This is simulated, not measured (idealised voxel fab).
process module | voxel gate over fins
cross-section cut | 280 nm wide | cells 5 nm
A cross-section is a grid of square cells, given in bands from the top down. A band is one or more rows of cells.
Each band's line starts with the height of the band's top and of its bottom, in nm. Then come its materials from left to right, each with its width in nm. One material with "throughout" fills the band from edge to edge. "air" is empty space.
Height 0 is the level under which the wafer as received is all one material. The lowest band goes on downwards, as in "0 down".
A width such as "30 to 40" changes by the same amount from each row of cells to the next, from the band's top row to its bottom row.
"no change" after a step means that no cell of the cross-section changed.
closed voids: empty space of 8 cells or more with no open way to the top, each as width x height at its distance from the left edge, in nm
after a step's settings: what the simulator itself notes on the step
overlay nm, on a step with a mask: how far to the right of its planned place the mask lay; to the left if negative
plan
1 op RECEIVE | material Si
2 op CONFORMAL_DEP | material SiN | thk nm 10
3 op MASKED_ETCH | tone cover | mask id FINS | width nm 15 | pitch nm 55 | etch materials SiN | depth nm 10 | overlay nm 0
4 op MASKED_ETCH | tone cover | mask id FINS | width nm 15 | pitch nm 55 | etch materials Si | depth nm 30 | overlay nm 0
5 op OXIDIZE | depth nm 5
6 op FILL_DEP | material SiO2 | thk nm 5
7 op CMP | height nm 10
8 op PATTERN | tone open | mask id RAIL | material resist | width nm 15 | thk nm 15 | overlay nm 0
9 op DIRECTIONAL_ETCH | etch materials SiO2 | depth nm 35
10 op STRIP | etch materials resist
11 op CONFORMAL_DEP | material TiN | thk nm 5
12 op FILL_DEP | material Ru | thk nm 10
13 op CMP | height nm 10
14 op SELECTIVE_ETCH | etch materials W Ru TiN | depth nm 25
15 op FILL_DEP | material SiO2 | thk nm 5
16 op CMP | height nm 10
17 op SELECTIVE_ETCH | etch materials SiO2 | depth nm 20
18 op STRIP | etch materials SiN
19 op CONFORMAL_DEP | material HfO2 | thk nm 5
20 op CONFORMAL_DEP | material TiN | thk nm 5
21 op FILL_DEP | material W | thk nm 10
22 op CMP | height nm 15
23 op CONFORMAL_DEP | material SiN | thk nm 5
first wafer, as planned
as received, after step 1
  0 down: Si throughout
  closed voids: none
after step 2
  10 to 0: SiN throughout
  below 0: unchanged
after step 3
  10 to 0: air 50 | SiN 15 | air 40 | SiN 15 | air 40 | SiN 15 | air 40 | SiN 15 | air 50
  below 0: unchanged
after step 4
  10 to 0: air 50 | SiN 15 | air 40 | SiN 15 | air 40 | SiN 15 | air 40 | SiN 15 | air 50
  0 to -30: air 50 | Si 15 | air 40 | Si 15 | air 40 | Si 15 | air 40 | Si 15 | air 50
  below -30: unchanged
after step 5
  10 to 0: air 50 | SiN 15 | air 40 | SiN 15 | air 40 | SiN 15 | air 40 | SiN 15 | air 50
  0 to -30: air 50 | SiO2 5 | Si 5 | SiO2 5 | air 40 | SiO2 5 | Si 5 | SiO2 5 | air 40 | SiO2 5 | Si 5 | SiO2 5 | air 40 | SiO2 5 | Si 5 | SiO2 5 | air 50
  -30 to -35: SiO2 55 | Si 5 | SiO2 50 | Si 5 | SiO2 50 | Si 5 | SiO2 50 | Si 5 | SiO2 55
  below -35: unchanged
after step 6
  15 to 10: SiO2 throughout
  10 to 0: SiO2 50 | SiN 15 | SiO2 40 | SiN 15 | SiO2 40 | SiN 15 | SiO2 40 | SiN 15 | SiO2 50
  0 to -35: SiO2 55 | Si 5 | SiO2 50 | Si 5 | SiO2 50 | Si 5 | SiO2 50 | Si 5 | SiO2 55
  below -35: unchanged
after step 7
  10 to 0: SiO2 50 | SiN 15 | SiO2 40 | SiN 15 | SiO2 40 | SiN 15 | SiO2 40 | SiN 15 | SiO2 50
  below 0: unchanged
after step 8
  25 to 10: resist 75 | air 15 | resist 190
  below 10: unchanged
after step 9
  25 to 10: resist 75 | air 15 | resist 190
  10 to 0: SiO2 50 | SiN 15 | SiO2 10 | air 15 | SiO2 15 | SiN 15 | SiO2 40 | SiN 15 | SiO2 40 | SiN 15 | SiO2 50
  0 to -25: SiO2 55 | Si 5 | SiO2 15 | air 15 | SiO2 20 | Si 5 | SiO2 50 | Si 5 | SiO2 50 | Si 5 | SiO2 55
  below -25: unchanged
after step 10
  10 to 0: SiO2 50 | SiN 15 | SiO2 10 | air 15 | SiO2 15 | SiN 15 | SiO2 40 | SiN 15 | SiO2 40 | SiN 15 | SiO2 50
  below 0: unchanged
after step 11
  15 to 10: TiN 80 | air 5 | TiN 195
  10 to 0: SiO2 50 | SiN 15 | SiO2 10 | TiN 5 | air 5 | TiN 5 | SiO2 15 | SiN 15 | SiO2 40 | SiN 15 | SiO2 40 | SiN 15 | SiO2 50
  0 to -20: SiO2 55 | Si 5 | SiO2 15 | TiN 5 | air 5 | TiN 5 | SiO2 20 | Si 5 | SiO2 50 | Si 5 | SiO2 50 | Si 5 | SiO2 55
  -20 to -25: SiO2 55 | Si 5 | SiO2 15 | TiN 15 | SiO2 20 | Si 5 | SiO2 50 | Si 5 | SiO2 50 | Si 5 | SiO2 55
  below -25: unchanged
after step 12
  25 to 15: Ru throughout
  15 to 10: TiN 80 | Ru 5 | TiN 195
  10 to 0: SiO2 50 | SiN 15 | SiO2 10 | TiN 5 | Ru 5 | TiN 5 | SiO2 15 | SiN 15 | SiO2 40 | SiN 15 | SiO2 40 | SiN 15 | SiO2 50
  0 to -20: SiO2 55 | Si 5 | SiO2 15 | TiN 5 | Ru 5 | TiN 5 | SiO2 20 | Si 5 | SiO2 50 | Si 5 | SiO2 50 | Si 5 | SiO2 55
  below -20: unchanged
after step 13
  10 to 0: SiO2 50 | SiN 15 | SiO2 10 | TiN 5 | Ru 5 | TiN 5 | SiO2 15 | SiN 15 | SiO2 40 | SiN 15 | SiO2 40 | SiN 15 | SiO2 50
  below 0: unchanged
after step 14
  10 to 0: SiO2 50 | SiN 15 | SiO2 10 | air 15 | SiO2 15 | SiN 15 | SiO2 40 | SiN 15 | SiO2 40 | SiN 15 | SiO2 50
  0 to -15: SiO2 55 | Si 5 | SiO2 15 | air 15 | SiO2 20 | Si 5 | SiO2 50 | Si 5 | SiO2 50 | Si 5 | SiO2 55
  below -15: unchanged
after step 15
  15 to 10: SiO2 throughout
  10 to 0: SiO2 50 | SiN 15 | SiO2 40 | SiN 15 | SiO2 40 | SiN 15 | SiO2 40 | SiN 15 | SiO2 50
  0 to -15: SiO2 55 | Si 5 | SiO2 50 | Si 5 | SiO2 50 | Si 5 | SiO2 50 | Si 5 | SiO2 55
  below -15: unchanged
after step 16
  10 to 0: SiO2 50 | SiN 15 | SiO2 40 | SiN 15 | SiO2 40 | SiN 15 | SiO2 40 | SiN 15 | SiO2 50
  below 0: unchanged
after step 17
  10 to 0: air 50 | SiN 15 | air 40 | SiN 15 | air 40 | SiN 15 | air 40 | SiN 15 | air 50
  0 to -10: air 55 | Si 5 | air 50 | Si 5 | air 50 | Si 5 | air 50 | Si 5 | air 55
  below -10: unchanged
after step 18
  0 to -10: air 55 | Si 5 | air 50 | Si 5 | air 50 | Si 5 | air 50 | Si 5 | air 55
  below -10: unchanged
after step 19
  5 to 0: air 50 | HfO2 15 | air 40 | HfO2 15 | air 40 | HfO2 15 | air 40 | HfO2 15 | air 50
  0 to -5: air 50 | HfO2 5 | Si 5 | HfO2 5 | air 40 | HfO2 5 | Si 5 | HfO2 5 | air 40 | HfO2 5 | Si 5 | HfO2 5 | air 40 | HfO2 5 | Si 5 | HfO2 5 | air 50
  -5 to -10: HfO2 55 | Si 5 | HfO2 50 | Si 5 | HfO2 50 | Si 5 | HfO2 50 | Si 5 | HfO2 55
  below -10: unchanged
after step 20
  10 to 5: air 45 | TiN 25 | air 30 | TiN 25 | air 30 | TiN 25 | air 30 | TiN 25 | air 45
  5 to 0: air 45 | TiN 5 | HfO2 15 | TiN 5 | air 30 | TiN 5 | HfO2 15 | TiN 5 | air 30 | TiN 5 | HfO2 15 | TiN 5 | air 30 | TiN 5 | HfO2 15 | TiN 5 | air 45
  0 to -5: TiN 50 | HfO2 5 | Si 5 | HfO2 5 | TiN 40 | HfO2 5 | Si 5 | HfO2 5 | TiN 40 | HfO2 5 | Si 5 | HfO2 5 | TiN 40 | HfO2 5 | Si 5 | HfO2 5 | TiN 50
  below -5: unchanged
after step 21
  20 to 10: W throughout
  10 to 5: W 45 | TiN 25 | W 30 | TiN 25 | W 30 | TiN 25 | W 30 | TiN 25 | W 45
  5 to 0: W 45 | TiN 5 | HfO2 15 | TiN 5 | W 30 | TiN 5 | HfO2 15 | TiN 5 | W 30 | TiN 5 | HfO2 15 | TiN 5 | W 30 | TiN 5 | HfO2 15 | TiN 5 | W 45
  below 0: unchanged
after step 22
  15 to 10: W throughout
  below 10: unchanged
after step 23
  20 to 15: SiN throughout
  below 15: unchanged
second wafer: like start, like plan, one mistake. Through step 16 it matches the first wafer
when step 17 should have ended
  10 to 0: SiO2 50 | air 15 | SiO2 40 | air 15 | SiO2 40 | air 15 | SiO2 40 | air 15 | SiO2 50
  below 0: unchanged
when step 18 should have ended
  0 to -10: air 55 | Si 5 | air 50 | Si 5 | air 50 | Si 5 | air 50 | Si 5 | air 55
  -10 to -15: SiO2 30 | air 25 | Si 5 | air 50 | Si 5 | air 50 | Si 5 | air 50 | Si 5 | air 25 | SiO2 30
  -15 to -20: SiO2 30 | air 25 | Si 5 | air 15 | TiN 5 | Ru 5 | TiN 5 | air 20 | Si 5 | air 50 | Si 5 | air 50 | Si 5 | air 25 | SiO2 30
  below -20: unchanged
when step 19 should have ended
  5 to 0: air 50 | HfO2 15 | air 40 | HfO2 15 | air 40 | HfO2 15 | air 40 | HfO2 15 | air 50
  0 to -5: air 50 | HfO2 5 | Si 5 | HfO2 5 | air 40 | HfO2 5 | Si 5 | HfO2 5 | air 40 | HfO2 5 | Si 5 | HfO2 5 | air 40 | HfO2 5 | Si 5 | HfO2 5 | air 50
  -5 to -10: HfO2 35 | air 15 | HfO2 5 | Si 5 | HfO2 5 | air 40 | HfO2 5 | Si 5 | HfO2 5 | air 40 | HfO2 5 | Si 5 | HfO2 5 | air 40 | HfO2 5 | Si 5 | HfO2 5 | air 15 | HfO2 35
  -10 to -15: SiO2 30 | HfO2 5 | air 15 | HfO2 5 | Si 5 | HfO2 5 | air 5 | HfO2 25 | air 10 | HfO2 5 | Si 5 | HfO2 5 | air 40 | HfO2 5 | Si 5 | HfO2 5 | air 40 | HfO2 5 | Si 5 | HfO2 5 | air 15 | HfO2 5 | SiO2 30
  -15 to -20: SiO2 30 | HfO2 25 | Si 5 | HfO2 15 | TiN 5 | Ru 5 | TiN 5 | HfO2 20 | Si 5 | HfO2 50 | Si 5 | HfO2 50 | Si 5 | HfO2 25 | SiO2 30
  below -20: unchanged
when step 20 should have ended
  10 to 5: air 45 | TiN 25 | air 30 | TiN 25 | air 30 | TiN 25 | air 30 | TiN 25 | air 45
  5 to 0: air 45 | TiN 5 | HfO2 15 | TiN 5 | air 30 | TiN 5 | HfO2 15 | TiN 5 | air 30 | TiN 5 | HfO2 15 | TiN 5 | air 30 | TiN 5 | HfO2 15 | TiN 5 | air 45
  0 to -5: TiN 40 | air 5 | TiN 5 | HfO2 5 | Si 5 | HfO2 5 | TiN 5 | air 30 | TiN 5 | HfO2 5 | Si 5 | HfO2 5 | TiN 5 | air 30 | TiN 5 | HfO2 5 | Si 5 | HfO2 5 | TiN 5 | air 30 | TiN 5 | HfO2 5 | Si 5 | HfO2 5 | TiN 5 | air 5 | TiN 40
  -5 to -10: HfO2 35 | TiN 5 | air 5 | TiN 5 | HfO2 5 | Si 5 | HfO2 5 | TiN 40 | HfO2 5 | Si 5 | HfO2 5 | TiN 5 | air 30 | TiN 5 | HfO2 5 | Si 5 | HfO2 5 | TiN 5 | air 30 | TiN 5 | HfO2 5 | Si 5 | HfO2 5 | TiN 5 | air 5 | TiN 5 | HfO2 35
  -10 to -15: SiO2 30 | HfO2 5 | TiN 15 | HfO2 5 | Si 5 | HfO2 5 | TiN 5 | HfO2 25 | TiN 10 | HfO2 5 | Si 5 | HfO2 5 | TiN 40 | HfO2 5 | Si 5 | HfO2 5 | TiN 40 | HfO2 5 | Si 5 | HfO2 5 | TiN 15 | HfO2 5 | SiO2 30
  below -15: unchanged
when step 21 should have ended
  20 to 10: W throughout
  10 to 5: W 45 | TiN 25 | W 30 | TiN 25 | W 30 | TiN 25 | W 30 | TiN 25 | W 45
  5 to 0: W 45 | TiN 5 | HfO2 15 | TiN 5 | W 30 | TiN 5 | HfO2 15 | TiN 5 | W 30 | TiN 5 | HfO2 15 | TiN 5 | W 30 | TiN 5 | HfO2 15 | TiN 5 | W 45
  0 to -5: TiN 40 | W 5 | TiN 5 | HfO2 5 | Si 5 | HfO2 5 | TiN 5 | W 30 | TiN 5 | HfO2 5 | Si 5 | HfO2 5 | TiN 5 | W 30 | TiN 5 | HfO2 5 | Si 5 | HfO2 5 | TiN 5 | W 30 | TiN 5 | HfO2 5 | Si 5 | HfO2 5 | TiN 5 | W 5 | TiN 40
  -5 to -10: HfO2 35 | TiN 5 | W 5 | TiN 5 | HfO2 5 | Si 5 | HfO2 5 | TiN 40 | HfO2 5 | Si 5 | HfO2 5 | TiN 5 | W 30 | TiN 5 | HfO2 5 | Si 5 | HfO2 5 | TiN 5 | W 30 | TiN 5 | HfO2 5 | Si 5 | HfO2 5 | TiN 5 | W 5 | TiN 5 | HfO2 35
  below -10: unchanged
when step 22 should have ended
  15 to 10: W throughout
  below 10: unchanged
when step 23 should have ended
  20 to 15: SiN throughout
  below 15: unchanged
what went wrong: steps 17 and 18 were swapped
at the end the second wafer has, in cells: 22 more of HfO2 | 77 fewer of SiO2 | 21 more of TiN | 34 more of W
